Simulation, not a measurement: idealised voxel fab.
Presented below is a process module, voxel double patterning.
Cross-section cut: width 170 nm, square cells of 5 nm.
Format of a cross-section: grid, square cells. Given as bands. Order: top down. Band: one or more rows of cells.
Top height, bottom height, nm. Materials left to right, width each, nm. Single material + "throughout" = fills band edge to edge. "air" = empty.
It should be noted that heights are counted from 0, beneath which the wafer as supplied is of one material throughout, and that the lowest band possesses no lower boundary but continues downward, as written in "from 0 down".
With a width like "30->40", each row of cells in the band differs from the next by the same amount, the top row carrying the first number and the bottom row the second.
Step marked "no change"? Then no cell in the cross-section changed in it.
So "Enclosed void inventory" is basically the list of trapped voids: any empty space of 8 cells or more that can't reach the top through an opening. They're written width x height at distance, the distance being from the left edge, and it's all nm.
What comes after the settings on a step's line is commentary from the simulator itself on that step.
overlay nm: where the mask lay relative to plan, measured to the right, on steps with a mask; negatives go left.
Intended process steps:
1. RECEIVE | material Si
2. CONFORMAL_DEP | material SiN | thk nm 10
3. DIRECTIONAL_DEP | material SiO2 | thk nm 10
4. DIRECTIONAL_DEP | material SiCN | thk nm 10
5. DIRECTIONAL_DEP | material aC | thk nm 15
6. PATTERN | tone open | mask id FIRST | material resist | width nm 15 | pitch nm 50 | thk nm 35 | overlay nm 0
7. DIRECTIONAL_ETCH | etch materials aC | depth nm 15
8. STRIP | etch materials resist
9. DIRECTIONAL_ETCH | etch materials SiCN | depth nm 10
10. STRIP | etch materials aC
11. PATTERN | tone open | mask id SECOND | material resist | width nm 15 | thk nm 20 | overlay nm 0
12. DIRECTIONAL_ETCH | etch materials SiCN | depth nm 10
13. STRIP | etch materials resist
14. DIRECTIONAL_ETCH | etch materials SiO2 | depth nm 10
15. STRIP | etch materials SiCN
Cross-section of the wafer as it came to us, i.e., already through step 1:
	from 0 down  Si throughout
	Enclosed void inventory: none
The following cross-section depicts the wafer upon conclusion of the module. Processing commenced from the starting condition illustrated above and adhered to the plan illustrated above, save for one mistake in execution:
	from 20 to 10  SiN throughout
	from 10 to 0  SiO2 throughout
	from 0 down  Si throughout
	Enclosed void inventory: none
Deviation noted in wafer processing: plan steps 2 and 3 run swapped
